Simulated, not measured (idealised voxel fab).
Proc. module: voxel transistor to metal
Cross-section cut: width 170 nm, square cells of 5 nm.
When this document writes out a cross-section, it uses a grid of square cells and lists it as bands, beginning at the top and moving down, with a band standing for one or more rows of cells. Heads up on the band format: heights come first, top then bottom, in nm. After that it's the materials left to right, each with its width in nm. A single material flagged "full width" fills the whole band edge to edge, and "empty" means there's empty space there. Height reference: 0 = level under which incoming wafer is all one material. Lowest band: no bottom, runs on downward, e.g. "z 0 and below". The notation "30 to 40" denotes a width that varies across the rows of cells in the band, beginning at the first number in the top row, finishing at the second number in the bottom row, and changing by an identical amount from each row to the next. It should be understood that the words "remained unchanged", when stated for a given step, signify that the cross-section underwent no change in any of its cells during that step. Tabulated closed voids: empty space of 8 cells or more with no open way to the top, each as width x height at its distance from the left edge, in nm. Whatever follows a step's settings on its line is a remark the simulator itself makes about that step. overlay nm: mask offset rightward from planned place, masked step; negative means leftward offset. Each pair below shows a cross-section before one step and the cross-section after it, down to the lowest band that changed. The line under each pair gives the step between them, with its settings. The pairs can come from different runs of this module on the same starting wafer, so a pair continues from the pair above only where its "Prior to processing" says so.

-- Prior to processing
	z 35 to 20 | SiO2: 40, empty: 15, SiO2: 60, empty: 15, SiO2: 40
	z 20 to 0 | SiO2: 40, empty: 15, SiN: 10, HfO2: 5, TiN: 5, W: 20, TiN: 5, HfO2: 5, SiN: 10, empty: 15, SiO2: 40
	z 0 to -5 | SiO2: 40, empty: 5, nSi: 10, SiN: 10, HfO2: 5, TiN: 30, HfO2: 5, SiN: 10, nSi: 10, empty: 5, SiO2: 40
	z -5 to -10 | SiO2: 40, empty: 5, nSi: 10, SiO2: 10, HfO2: 40, SiO2: 10, nSi: 10, empty: 5, SiO2: 40
	z -10 to -20 | SiO2: 35, nSi: 20, Si: 60, nSi: 20, SiO2: 35
	z -20 to -65 | SiO2: 35, Si: 100, SiO2: 35
	z -65 and below | Si full width
	Tabulated closed voids: none

-- Cut View, Post-Step
	z 40 to 35 | TiN: 45, empty: 5, TiN: 70, empty: 5, TiN: 45
	z 35 to 20 | SiO2: 40, TiN: 5, empty: 5, TiN: 5, SiO2: 60, TiN: 5, empty: 5, TiN: 5, SiO2: 40
	z 20 to 5 | SiO2: 40, TiN: 5, empty: 5, TiN: 5, SiN: 10, HfO2: 5, TiN: 5, W: 20, TiN: 5, HfO2: 5, SiN: 10, TiN: 5, empty: 5, TiN: 5, SiO2: 40
	z 5 to 0 | SiO2: 40, TiN: 15, SiN: 10, HfO2: 5, TiN: 5, W: 20, TiN: 5, HfO2: 5, SiN: 10, TiN: 15, SiO2: 40
	z 0 to -5 | SiO2: 40, TiN: 5, nSi: 10, SiN: 10, HfO2: 5, TiN: 30, HfO2: 5, SiN: 10, nSi: 10, TiN: 5, SiO2: 40
	z -5 to -10 | SiO2: 40, TiN: 5, nSi: 10, SiO2: 10, HfO2: 40, SiO2: 10, nSi: 10, TiN: 5, SiO2: 40
	Under -10: no change, same as before.
	Tabulated closed voids: none
Relating the two cross-sections above, the step in between is op CONFORMAL_DEP | material TiN | thk nm 5

Prior to processing: The structure entering this step is exactly what the pair just above shows after its step.

-- Cut View, Post-Step
	z 45 to 40 | W full width
	z 40 to 35 | TiN: 45, W: 5, TiN: 70, W: 5, TiN: 45
	z 35 to 20 | SiO2: 40, TiN: 5, W: 5, TiN: 5, SiO2: 60, TiN: 5, W: 5, TiN: 5, SiO2: 40
	z 20 to 5 | SiO2: 40, TiN: 5, W: 5, TiN: 5, SiN: 10, HfO2: 5, TiN: 5, W: 20, TiN: 5, HfO2: 5, SiN: 10, TiN: 5, W: 5, TiN: 5, SiO2: 40
	Under 5: no change, same as before.
	Tabulated closed voids: none
Relating the two cross-sections above, the step in between is op FILL_DEP | material W | thk nm 5

Prior to processing: The structure entering this step is exactly what the pair just above shows after its step.

-- Cut View, Post-Step
	z 35 to 20 | SiO2: 40, TiN: 5, W: 5, TiN: 5, SiO2: 60, TiN: 5, W: 5, TiN: 5, SiO2: 40
	Under 20: no change, same as before.
	Tabulated closed voids: none
Relating the two cross-sections above, the step in between is op CMP | height nm 35

Prior to processing: The structure entering this step is exactly what the pair just above shows after its step.

-- Cut View, Post-Step
	z 40 to 35 | SiN full width
	Under 35: no change, same as before.
	Tabulated closed voids: none
Relating the two cross-sections above, the step in between is op CONFORMAL_DEP | material SiN | thk nm 5

Prior to processing: The structure entering this step is exactly what the pair just above shows after its step.

-- Cut View, Post-Step
	z 60 to 40 | lowk full width
	Under 40: no change, same as before.
	Tabulated closed voids: none
Relating the two cross-sections above, the step in between is op DIRECTIONAL_DEP | material lowk | thk nm 20

Prior to processing: The structure entering this step is exactly what the pair just above shows after its step.

-- Cut View, Post-Step
	z 60 to 40 | lowk: 40, empty: 15, lowk: 60, empty: 15, lowk: 40
	Under 40: no change, same as before.
	Tabulated closed voids: none
Relating the two cross-sections above, the step in between is op MASKED_ETCH | tone open | mask id METAL_1 | width nm 15 | pitch nm 75 | etch materials lowk | depth nm 20 | overlay nm 0

Prior to processing: The structure entering this step is exactly what the pair just above shows after its step.

-- Cut View, Post-Step
	z 60 to 40 | lowk: 40, empty: 15, lowk: 60, empty: 15, lowk: 40
	z 40 to 35 | SiN: 40, empty: 15, SiN: 60, empty: 15, SiN: 40
	Under 35: no change, same as before.
	Tabulated closed voids: none
Relating the two cross-sections above, the step in between is op MASKED_ETCH | tone open | mask id METAL_1 | width nm 15 | pitch nm 75 | etch materials SiN | depth nm 5 | overlay nm 0

Prior to processing: The structure entering this step is exactly what the pair just above shows after its step.

-- Cut View, Post-Step
	z 65 to 60 | TiN: 45, empty: 5, TiN: 70, empty: 5, TiN: 45
	z 60 to 40 | lowk: 40, TiN: 5, empty: 5, TiN: 5, lowk: 60, TiN: 5, empty: 5, TiN: 5, lowk: 40
	z 40 to 35 | SiN: 40, TiN: 15, SiN: 60, TiN: 15, SiN: 40
	Under 35: no change, same as before.
	Tabulated closed voids: none
Relating the two cross-sections above, the step in between is op CONFORMAL_DEP | material TiN | thk nm 5

Prior to processing: The structure entering this step is exactly what the pair just above shows after its step.

-- Cut View, Post-Step
	z 75 to 65 | Ru full width
	z 65 to 60 | TiN: 45, Ru: 5, TiN: 70, Ru: 5, TiN: 45
	z 60 to 40 | lowk: 40, TiN: 5, Ru: 5, TiN: 5, lowk: 60, TiN: 5, Ru: 5, TiN: 5, lowk: 40
	Under 40: no change, same as before.
	Tabulated closed voids: none
Relating the two cross-sections above, the step in between is op FILL_DEP | material Ru | thk nm 10

Prior to processing: The structure entering this step is exactly what the pair just above shows after its step.

-- Cut View, Post-Step
	z 60 to 40 | lowk: 40, TiN: 5, Ru: 5, TiN: 5, lowk: 60, TiN: 5, Ru: 5, TiN: 5, lowk: 40
	Under 40: no change, same as before.
	Tabulated closed voids: none
Relating the two cross-sections above, the step in between is op CMP | height nm 60

Prior to processing: The structure entering this step is exactly what the pair just above shows after its step.

-- Cut View, Post-Step
	z 65 to 60 | empty: 35, Ru: 25, empty: 50, Ru: 25, empty: 35
	Under 60: no change, same as before.
	Tabulated closed voids: none
Relating the two cross-sections above, the step in between is op EPI | material Ru | thk nm 5

Prior to processing: The structure entering this step is exactly what the pair just above shows after its step.

-- Cut View, Post-Step
	z 70 to 65 | SiCN full width
	z 65 to 60 | SiCN: 35, Ru: 25, SiCN: 50, Ru: 25, SiCN: 35
	Under 60: no change, same as before.
	Tabulated closed voids: none
Relating the two cross-sections above, the step in between is op FILL_DEP | material SiCN | thk nm 5

Prior to processing: The structure entering this step is exactly what the pair just above shows after its step.

-- Cut View, Post-Step
	z 95 to 70 | lowk full width
	Under 70: no change, same as before.
	Tabulated closed voids: none
Relating the two cross-sections above, the step in between is op DIRECTIONAL_DEP | material lowk | thk nm 25

Prior to processing: The structure entering this step is exactly what the pair just above shows after its step.

-- Cut View, Post-Step
	z 95 to 80 | lowk: 40, empty: 15, lowk: 60, empty: 15, lowk: 40
	Under 80: no change, same as before.
	Tabulated closed voids: none
Relating the two cross-sections above, the step in between is op MASKED_ETCH | tone open | mask id METAL_2 | width nm 15 | pitch nm 75 | etch materials lowk | depth nm 15 | overlay nm 0

Prior to processing: The structure entering this step is exactly what the pair just above shows after its step.

-- Cut View, Post-Step
	z 95 to 70 | lowk: 40, empty: 15, lowk: 60, empty: 15, lowk: 40
	Under 70: no change, same as before.
	Tabulated closed voids: none
Relating the two cross-sections above, the step in between is op MASKED_ETCH | tone open | mask id METAL_2_HOLES | width nm 15 | pitch nm 75 | etch materials lowk | depth nm 10 | overlay nm 0

Prior to processing: The structure entering this step is exactly what the pair just above shows after its step.

-- Cut View, Post-Step
	z 95 to 70 | lowk: 40, empty: 15, lowk: 60, empty: 15, lowk: 40
	z 70 to 65 | SiCN: 40, empty: 15, SiCN: 60, empty: 15, SiCN: 40
	Under 65: no change, same as before.
	Tabulated closed voids: none
Relating the two cross-sections above, the step in between is op MASKED_ETCH | tone open | mask id METAL_2_HOLES | width nm 15 | pitch nm 75 | etch materials SiCN | depth nm 5 | overlay nm 0

Prior to processing: The structure entering this step is exactly what the pair just above shows after its step.

-- Cut View, Post-Step
	z 100 to 95 | TiN: 45, empty: 5, TiN: 70, empty: 5, TiN: 45
	z 95 to 70 | lowk: 40, TiN: 5, empty: 5, TiN: 5, lowk: 60, TiN: 5, empty: 5, TiN: 5, lowk: 40
	z 70 to 65 | SiCN: 40, TiN: 15, SiCN: 60, TiN: 15, SiCN: 40
	Under 65: no change, same as before.
	Tabulated closed voids: none
Relating the two cross-sections above, the step in between is op CONFORMAL_DEP | material TiN | thk nm 5

Prior to processing: The structure entering this step is exactly what the pair just above shows after its step.

-- Cut View, Post-Step
	z 110 to 100 | Cu full width
	z 100 to 95 | TiN: 45, Cu: 5, TiN: 70, Cu: 5, TiN: 45
	z 95 to 70 | lowk: 40, TiN: 5, Cu: 5, TiN: 5, lowk: 60, TiN: 5, Cu: 5, TiN: 5, lowk: 40
	Under 70: no change, same as before.
	Tabulated closed voids: none
Relating the two cross-sections above, the step in between is op FILL_DEP | material Cu | thk nm 10

Prior to processing: The structure entering this step is exactly what the pair just above shows after its step.

-- Cut View, Post-Step
	z 95 to 70 | lowk: 40, TiN: 5, Cu: 5, TiN: 5, lowk: 60, TiN: 5, Cu: 5, TiN: 5, lowk: 40
	Under 70: no change, same as before.
	Tabulated closed voids: none
Relating the two cross-sections above, the step in between is op CMP | height nm 95

Prior to processing: The structure entering this step is exactly what the pair just above shows after its step.

-- Cut View, Post-Step
	z 100 to 95 | SiCN full width
	Under 95: no change, same as before.
	Tabulated closed voids: none
Relating the two cross-sections above, the step in between is op CONFORMAL_DEP | material SiCN | thk nm 5

-- Prior to processing
	z 65 to 60 | empty: 35, Ru: 25, empty: 50, Ru: 25, empty: 35
	z 60 to 40 | lowk: 40, TiN: 5, Ru: 5, TiN: 5, lowk: 60, TiN: 5, Ru: 5, TiN: 5, lowk: 40
	z 40 to 35 | SiN: 40, TiN: 15, SiN: 60, TiN: 15, SiN: 40
	z 35 to 20 | SiO2: 40, TiN: 5, W: 5, TiN: 5, SiO2: 60, TiN: 5, W: 5, TiN: 5, SiO2: 40
	z 20 to 5 | SiO2: 40, TiN: 5, W: 5, TiN: 5, SiN: 10, HfO2: 5, TiN: 5, W: 20, TiN: 5, HfO2: 5, SiN: 10, TiN: 5, W: 5, TiN: 5, SiO2: 40
	z 5 to 0 | SiO2: 40, TiN: 15, SiN: 10, HfO2: 5, TiN: 5, W: 20, TiN: 5, HfO2: 5, SiN: 10, TiN: 15, SiO2: 40
	z 0 to -5 | SiO2: 40, TiN: 5, nSi: 10, SiN: 10, HfO2: 5, TiN: 30, HfO2: 5, SiN: 10, nSi: 10, TiN: 5, SiO2: 40
	z -5 to -10 | SiO2: 40, TiN: 5, nSi: 10, SiO2: 10, HfO2: 40, SiO2: 10, nSi: 10, TiN: 5, SiO2: 40
	z -10 to -20 | SiO2: 35, nSi: 20, Si: 60, nSi: 20, SiO2: 35
	z -20 to -35 | SiO2: 35, Si: 100, SiO2: 35
	z -35 and below | Si full width
	Tabulated closed voids: none

-- Cut View, Post-Step
	z 90 to 85 | empty: 35, lowk: 25, empty: 50, lowk: 25, empty: 35
	z 85 to 65 | lowk full width
	z 65 to 60 | lowk: 35, Ru: 25, lowk: 50, Ru: 25, lowk: 35
	Under 60: no change, same as before.
	Tabulated closed voids: none
Relating the two cross-sections above, the step in between is op DIRECTIONAL_DEP | material lowk | thk nm 25

Prior to processing: The structure entering this step is exactly what the pair just above shows after its step.

-- Cut View, Post-Step
	z 95 to 90 | SiCN full width
	z 90 to 85 | SiCN: 35, lowk: 25, SiCN: 50, lowk: 25, SiCN: 35
	Under 85: no change, same as before.
	Tabulated closed voids: none
Relating the two cross-sections above, the step in between is op FILL_DEP | material SiCN | thk nm 5

Prior to processing: The structure entering this step is exactly what the pair just above shows after its step.

-- Cut View, Post-Step
	z 95 to 90 | SiCN: 40, empty: 15, SiCN: 60, empty: 15, SiCN: 40
	Under 90: no change, same as before.
	Tabulated closed voids: none
Relating the two cross-sections above, the step in between is op MASKED_ETCH | tone open | mask id METAL_2_HOLES | width nm 15 | pitch nm 75 | etch materials SiCN | depth nm 5 | overlay nm 0

Prior to processing: The structure entering this step is exactly what the pair just above shows after its step.

-- Cut View, Post-Step
	z 100 to 95 | TiN: 45, empty: 5, TiN: 70, empty: 5, TiN: 45
	z 95 to 90 | SiCN: 40, TiN: 15, SiCN: 60, TiN: 15, SiCN: 40
	Under 90: no change, same as before.
	Tabulated closed voids: none
Relating the two cross-sections above, the step in between is op CONFORMAL_DEP | material TiN | thk nm 5

Prior to processing: The structure entering this step is exactly what the pair just above shows after its step.

-- Cut View, Post-Step
	z 110 to 100 | Cu full width
	z 100 to 95 | TiN: 45, Cu: 5, TiN: 70, Cu: 5, TiN: 45
	Under 95: no change, same as before.
	Tabulated closed voids: none
Relating the two cross-sections above, the step in between is op FILL_DEP | material Cu | thk nm 10

Prior to processing: The structure entering this step is exactly what the pair just above shows after its step.

-- Cut View, Post-Step
	z 95 to 90 | SiCN: 40, TiN: 15, SiCN: 60, TiN: 15, SiCN: 40
	Under 90: no change, same as before.
	Tabulated closed voids: none
Relating the two cross-sections above, the step in between is op CMP | height nm 95

Prior to processing: The structure entering this step is exactly what the pair just above shows after its step.

-- Cut View, Post-Step
	z 100 to 95 | SiCN full width
	Under 95: no change, same as before.
	Tabulated closed voids: none
Relating the two cross-sections above, the step in between is op CONFORMAL_DEP | material SiCN | thk nm 5

-- Prior to processing
	z 45 to 40 | W full width
	z 40 to 35 | TiN: 45, W: 5, TiN: 70, W: 5, TiN: 45
	z 35 to 20 | SiO2: 40, TiN: 5, W: 5, TiN: 5, SiO2: 60, TiN: 5, W: 5, TiN: 5, SiO2: 40
	z 20 to 5 | SiO2: 40, TiN: 5, W: 5, TiN: 5, SiN: 10, HfO2: 5, TiN: 5, W: 20, TiN: 5, HfO2: 5, SiN: 10, TiN: 5, W: 5, TiN: 5, SiO2: 40
	z 5 to 0 | SiO2: 40, TiN: 15, SiN: 10, HfO2: 5, TiN: 5, W: 20, TiN: 5, HfO2: 5, SiN: 10, TiN: 15, SiO2: 40
	z 0 to -5 | SiO2: 40, TiN: 5, nSi: 10, SiN: 10, HfO2: 5, TiN: 30, HfO2: 5, SiN: 10, nSi: 10, TiN: 5, SiO2: 40
	z -5 to -10 | SiO2: 40, TiN: 5, nSi: 10, SiO2: 10, HfO2: 40, SiO2: 10, nSi: 10, TiN: 5, SiO2: 40
	z -10 to -20 | SiO2: 35, nSi: 20, Si: 60, nSi: 20, SiO2: 35
	z -20 to -35 | SiO2: 35, Si: 100, SiO2: 35
	z -35 and below | Si full width
	Tabulated closed voids: none

-- Cut View, Post-Step
	z 25 to 20 | SiO2: 40, TiN: 5, W: 5, TiN: 5, SiO2: 60, TiN: 5, W: 5, TiN: 5, SiO2: 40
	Under 20: no change, same as before.
	Tabulated closed voids: none
Relating the two cross-sections above, the step in between is op CMP | height nm 25

Prior to processing: The structure entering this step is exactly what the pair just above shows after its step.

-- Cut View, Post-Step
	z 30 to 25 | SiN full width
	Under 25: no change, same as before.
	Tabulated closed voids: none
Relating the two cross-sections above, the step in between is op CONFORMAL_DEP | material SiN | thk nm 5

Prior to processing: The structure entering this step is exactly what the pair just above shows after its step.

-- Cut View, Post-Step
	z 50 to 30 | lowk full width
	Under 30: no change, same as before.
	Tabulated closed voids: none
Relating the two cross-sections above, the step in between is op DIRECTIONAL_DEP | material lowk | thk nm 20

Prior to processing: The structure entering this step is exactly what the pair just above shows after its step.

-- Cut View, Post-Step
	z 50 to 30 | lowk: 40, empty: 15, lowk: 60, empty: 15, lowk: 40
	Under 30: no change, same as before.
	Tabulated closed voids: none
Relating the two cross-sections above, the step in between is op MASKED_ETCH | tone open | mask id METAL_1 | width nm 15 | pitch nm 75 | etch materials lowk | depth nm 20 | overlay nm 0

Prior to processing: The structure entering this step is exactly what the pair just above shows after its step.

-- Cut View, Post-Step
	z 50 to 30 | lowk: 40, empty: 15, lowk: 60, empty: 15, lowk: 40
	z 30 to 25 | SiN: 40, empty: 15, SiN: 60, empty: 15, SiN: 40
	Under 25: no change, same as before.
	Tabulated closed voids: none
Relating the two cross-sections above, the step in between is op MASKED_ETCH | tone open | mask id METAL_1 | width nm 15 | pitch nm 75 | etch materials SiN | depth nm 5 | overlay nm 0

Prior to processing: The structure entering this step is exactly what the pair just above shows after its step.

-- Cut View, Post-Step
	z 55 to 50 | TiN: 45, empty: 5, TiN: 70, empty: 5, TiN: 45
	z 50 to 30 | lowk: 40, TiN: 5, empty: 5, TiN: 5, lowk: 60, TiN: 5, empty: 5, TiN: 5, lowk: 40
	z 30 to 25 | SiN: 40, TiN: 15, SiN: 60, TiN: 15, SiN: 40
	Under 25: no change, same as before.
	Tabulated closed voids: none
Relating the two cross-sections above, the step in between is op CONFORMAL_DEP | material TiN | thk nm 5

Prior to processing: The structure entering this step is exactly what the pair just above shows after its step.

-- Cut View, Post-Step
	z 65 to 55 | Ru full width
	z 55 to 50 | TiN: 45, Ru: 5, TiN: 70, Ru: 5, TiN: 45
	z 50 to 30 | lowk: 40, TiN: 5, Ru: 5, TiN: 5, lowk: 60, TiN: 5, Ru: 5, TiN: 5, lowk: 40
	Under 30: no change, same as before.
	Tabulated closed voids: none
Relating the two cross-sections above, the step in between is op FILL_DEP | material Ru | thk nm 10

Prior to processing: The structure entering this step is exactly what the pair just above shows after its step.

-- Cut View, Post-Step
	z 60 to 55 | Ru full width
	Under 55: no change, same as before.
	Tabulated closed voids: none
Relating the two cross-sections above, the step in between is op CMP | height nm 60

Prior to processing: The structure entering this step is exactly what the pair just above shows after its step.

-- Cut View, Post-Step
	z 65 to 55 | Ru full width
	Under 55: no change, same as before.
	Tabulated closed voids: none
Relating the two cross-sections above, the step in between is op EPI | material Ru | thk nm 5

Prior to processing: The structure entering this step is exactly what the pair just above shows after its step.

-- Cut View, Post-Step
	z 70 to 65 | SiCN full width
	Under 65: no change, same as before.
	Tabulated closed voids: none
Relating the two cross-sections above, the step in between is op FILL_DEP | material SiCN | thk nm 5

Prior to processing: The structure entering this step is exactly what the pair just above shows after its step.

-- Cut View, Post-Step
	z 95 to 70 | lowk full width
	Under 70: no change, same as before.
	Tabulated closed voids: none
Relating the two cross-sections above, the step in between is op DIRECTIONAL_DEP | material lowk | thk nm 25

Prior to processing: The structure entering this step is exactly what the pair just above shows after its step.

-- Cut View, Post-Step
	z 95 to 80 | lowk: 40, empty: 15, lowk: 60, empty: 15, lowk: 40
	Under 80: no change, same as before.
	Tabulated closed voids: none
Relating the two cross-sections above, the step in between is op MASKED_ETCH | tone open | mask id METAL_2 | width nm 15 | pitch nm 75 | etch materials lowk | depth nm 15 | overlay nm 0

Prior to processing: The structure entering this step is exactly what the pair just above shows after its step.

-- Cut View, Post-Step
	z 95 to 70 | lowk: 40, empty: 15, lowk: 60, empty: 15, lowk: 40
	Under 70: no change, same as before.
	Tabulated closed voids: none
Relating the two cross-sections above, the step in between is op MASKED_ETCH | tone open | mask id METAL_2_HOLES | width nm 15 | pitch nm 75 | etch materials lowk | depth nm 10 | overlay nm 0

Prior to processing: The structure entering this step is exactly what the pair just above shows after its step.

-- Cut View, Post-Step
	z 95 to 70 | lowk: 40, empty: 15, lowk: 60, empty: 15, lowk: 40
	z 70 to 65 | SiCN: 40, empty: 15, SiCN: 60, empty: 15, SiCN: 40
	Under 65: no change, same as before.
	Tabulated closed voids: none
Relating the two cross-sections above, the step in between is op MASKED_ETCH | tone open | mask id METAL_2_HOLES | width nm 15 | pitch nm 75 | etch materials SiCN | depth nm 5 | overlay nm 0

Prior to processing: The structure entering this step is exactly what the pair just above shows after its step.

-- Cut View, Post-Step
	z 100 to 95 | TiN: 45, empty: 5, TiN: 70, empty: 5, TiN: 45
	z 95 to 70 | lowk: 40, TiN: 5, empty: 5, TiN: 5, lowk: 60, TiN: 5, empty: 5, TiN: 5, lowk: 40
	z 70 to 65 | SiCN: 40, TiN: 15, SiCN: 60, TiN: 15, SiCN: 40
	Under 65: no change, same as before.
	Tabulated closed voids: none
Relating the two cross-sections above, the step in between is op CONFORMAL_DEP | material TiN | thk nm 5

Prior to processing: The structure entering this step is exactly what the pair just above shows after its step.

-- Cut View, Post-Step
	z 110 to 100 | Cu full width
	z 100 to 95 | TiN: 45, Cu: 5, TiN: 70, Cu: 5, TiN: 45
	z 95 to 70 | lowk: 40, TiN: 5, Cu: 5, TiN: 5, lowk: 60, TiN: 5, Cu: 5, TiN: 5, lowk: 40
	Under 70: no change, same as before.
	Tabulated closed voids: none
Relating the two cross-sections above, the step in between is op FILL_DEP | material Cu | thk nm 10

Prior to processing: The structure entering this step is exactly what the pair just above shows after its step.

-- Cut View, Post-Step
	z 95 to 70 | lowk: 40, TiN: 5, Cu: 5, TiN: 5, lowk: 60, TiN: 5, Cu: 5, TiN: 5, lowk: 40
	Under 70: no change, same as before.
	Tabulated closed voids: none
Relating the two cross-sections above, the step in between is op CMP | height nm 95

Prior to processing: The structure entering this step is exactly what the pair just above shows after its step.

-- Cut View, Post-Step
	z 100 to 95 | SiCN full width
	Under 95: no change, same as before.
	Tabulated closed voids: none
Relating the two cross-sections above, the step in between is op CONFORMAL_DEP | material SiCN | thk nm 5

-- Prior to processing
	z 95 to 70 | lowk full width
	z 70 to 65 | SiCN full width
	z 65 to 60 | SiCN: 35, Ru: 25, SiCN: 50, Ru: 25, SiCN: 35
	z 60 to 40 | lowk: 40, TiN: 5, Ru: 5, TiN: 5, lowk: 60, TiN: 5, Ru: 5, TiN: 5, lowk: 40
	z 40 to 35 | SiN: 40, TiN: 15, SiN: 60, TiN: 15, SiN: 40
	z 35 to 20 | SiO2: 40, TiN: 5, W: 5, TiN: 5, SiO2: 60, TiN: 5, W: 5, TiN: 5, SiO2: 40
	z 20 to 5 | SiO2: 40, TiN: 5, W: 5, TiN: 5, SiN: 10, HfO2: 5, TiN: 5, W: 20, TiN: 5, HfO2: 5, SiN: 10, TiN: 5, W: 5, TiN: 5, SiO2: 40
	z 5 to 0 | SiO2: 40, TiN: 15, SiN: 10, HfO2: 5, TiN: 5, W: 20, TiN: 5, HfO2: 5, SiN: 10, TiN: 15, SiO2: 40
	z 0 to -5 | SiO2: 40, TiN: 5, nSi: 10, SiN: 10, HfO2: 5, TiN: 30, HfO2: 5, SiN: 10, nSi: 10, TiN: 5, SiO2: 40
	z -5 to -10 | SiO2: 40, TiN: 5, nSi: 10, SiO2: 10, HfO2: 40, SiO2: 10, nSi: 10, TiN: 5, SiO2: 40
	z -10 to -20 | SiO2: 35, nSi: 20, Si: 60, nSi: 20, SiO2: 35
	z -20 to -35 | SiO2: 35, Si: 100, SiO2: 35
	z -35 and below | Si full width
	Tabulated closed voids: none

-- Cut View, Post-Step
	z 95 to 80 | lowk: 40, empty: 20, lowk: 55, empty: 20, lowk: 35
	Under 80: no change, same as before.
	Tabulated closed voids: none
Relating the two cross-sections above, the step in between is op MASKED_ETCH | tone open | mask id METAL_2 | width nm 20 | pitch nm 75 | etch materials lowk | depth nm 15 | overlay nm 0

Prior to processing: The structure entering this step is exactly what the pair just above shows after its step.

-- Cut View, Post-Step
	z 95 to 80 | lowk: 40, empty: 20, lowk: 55, empty: 20, lowk: 35
	z 80 to 70 | lowk: 40, empty: 15, lowk: 60, empty: 15, lowk: 40
	Under 70: no change, same as before.
	Tabulated closed voids: none
Relating the two cross-sections above, the step in between is op MASKED_ETCH | tone open | mask id METAL_2_HOLES | width nm 15 | pitch nm 75 | etch materials lowk | depth nm 10 | overlay nm 0

Prior to processing: The structure entering this step is exactly what the pair just above shows after its step.

-- Cut View, Post-Step
	z 95 to 80 | lowk: 40, empty: 20, lowk: 55, empty: 20, lowk: 35
	z 80 to 70 | lowk: 40, empty: 15, lowk: 60, empty: 15, lowk: 40
	z 70 to 65 | SiCN: 40, empty: 15, SiCN: 60, empty: 15, SiCN: 40
	Under 65: no change, same as before.
	Tabulated closed voids: none
Relating the two cross-sections above, the step in between is op MASKED_ETCH | tone open | mask id METAL_2_HOLES | width nm 15 | pitch nm 75 | etch materials SiCN | depth nm 5 | overlay nm 0

Prior to processing: The structure entering this step is exactly what the pair just above shows after its step.

-- Cut View, Post-Step
	z 100 to 95 | TiN: 45, empty: 10, TiN: 65, empty: 10, TiN: 40
	z 95 to 85 | lowk: 40, TiN: 5, empty: 10, TiN: 5, lowk: 55, TiN: 5, empty: 10, TiN: 5, lowk: 35
	z 85 to 80 | lowk: 40, TiN: 5, empty: 5, TiN: 10, lowk: 55, TiN: 5, empty: 5, TiN: 10, lowk: 35
	z 80 to 70 | lowk: 40, TiN: 5, empty: 5, TiN: 5, lowk: 60, TiN: 5, empty: 5, TiN: 5, lowk: 40
	z 70 to 65 | SiCN: 40, TiN: 15, SiCN: 60, TiN: 15, SiCN: 40
	Under 65: no change, same as before.
	Tabulated closed voids: none
Relating the two cross-sections above, the step in between is op CONFORMAL_DEP | material TiN | thk nm 5

Prior to processing: The structure entering this step is exactly what the pair just above shows after its step.

-- Cut View, Post-Step
	z 110 to 100 | Cu full width
	z 100 to 95 | TiN: 45, Cu: 10, TiN: 65, Cu: 10, TiN: 40
	z 95 to 85 | lowk: 40, TiN: 5, Cu: 10, TiN: 5, lowk: 55, TiN: 5, Cu: 10, TiN: 5, lowk: 35
	z 85 to 80 | lowk: 40, TiN: 5, Cu: 5, TiN: 10, lowk: 55, TiN: 5, Cu: 5, TiN: 10, lowk: 35
	z 80 to 70 | lowk: 40, TiN: 5, Cu: 5, TiN: 5, lowk: 60, TiN: 5, Cu: 5, TiN: 5, lowk: 40
	Under 70: no change, same as before.
	Tabulated closed voids: none
Relating the two cross-sections above, the step in between is op FILL_DEP | material Cu | thk nm 10

Prior to processing: The structure entering this step is exactly what the pair just above shows after its step.

-- Cut View, Post-Step
	z 95 to 85 | lowk: 40, TiN: 5, Cu: 10, TiN: 5, lowk: 55, TiN: 5, Cu: 10, TiN: 5, lowk: 35
	Under 85: no change, same as before.
	Tabulated closed voids: none
Relating the two cross-sections above, the step in between is op CMP | height nm 95

Prior to processing: The structure entering this step is exactly what the pair just above shows after its step.

-- Cut View, Post-Step
	z 100 to 95 | SiCN full width
	Under 95: no change, same as before.
	Tabulated closed voids: none
Relating the two cross-sections above, the step in between is op CONFORMAL_DEP | material SiCN | thk nm 5

-- Prior to processing
	z 35 to 25 | SiCN full width
	z 25 to -5 | polySi full width
	z -5 to -10 | SiO2 full width
	z -10 to -35 | SiO2: 35, Si: 100, SiO2: 35
	z -35 and below | Si full width
	Tabulated closed voids: none

-- Cut View, Post-Step
	z 50 to 35 | empty: 75, resist: 30, empty: 65
	Under 35: no change, same as before.
	Tabulated closed voids: none
Relating the two cross-sections above, the step in between is op PATTERN | tone cover | mask id GATE | material resist | width nm 30 | thk nm 15 | overlay nm 5

Prior to processing: The structure entering this step is exactly what the pair just above shows after its step.

-- Cut View, Post-Step
	z 50 to 35 | empty: 75, resist: 30, empty: 65
	z 35 to 25 | empty: 75, SiCN: 30, empty: 65
	Under 25: no change, same as before.
	Tabulated closed voids: none
Relating the two cross-sections above, the step in between is op DIRECTIONAL_ETCH | etch materials SiCN | depth nm 20

Prior to processing: The structure entering this step is exactly what the pair just above shows after its step.

-- Cut View, Post-Step
	z 50 to 35 | empty: 75, resist: 30, empty: 65
	z 35 to 25 | empty: 75, SiCN: 30, empty: 65
	z 25 to -5 | empty: 75, polySi: 30, empty: 65
	Under -5: no change, same as before.
	Tabulated closed voids: none
Relating the two cross-sections above, the step in between is op DIRECTIONAL_ETCH | etch materials polySi | depth nm 40

Prior to processing: The structure entering this step is exactly what the pair just above shows after its step.

-- Cut View, Post-Step
	z 35 to 25 | empty: 75, SiCN: 30, empty: 65
	Under 25: no change, same as before.
	Tabulated closed voids: none
Relating the two cross-sections above, the step in between is op STRIP | etch materials resist

Prior to processing: The structure entering this step is exactly what the pair just above shows after its step.

-- Cut View, Post-Step
	z 40 to 35 | empty: 70, SiO2: 40, empty: 60
	z 35 to 25 | empty: 70, SiO2: 5, SiCN: 30, SiO2: 5, empty: 60
	z 25 to 0 | empty: 70, SiO2: 5, polySi: 30, SiO2: 5, empty: 60
	z 0 to -5 | SiO2: 75, polySi: 30, SiO2: 65
	Under -5: no change, same as before.
	Tabulated closed voids: none
Relating the two cross-sections above, the step in between is op CONFORMAL_DEP | material SiO2 | thk nm 5

Prior to processing: The structure entering this step is exactly what the pair just above shows after its step.

-- Cut View, Post-Step
	z 35 to 25 | empty: 70, SiO2: 5, SiCN: 30, SiO2: 5, empty: 60
	z 25 to -5 | empty: 70, SiO2: 5, polySi: 30, SiO2: 5, empty: 60
	Under -5: no change, same as before.
	Tabulated closed voids: none
Relating the two cross-sections above, the step in between is op DIRECTIONAL_ETCH | etch materials SiO2 | depth nm 5
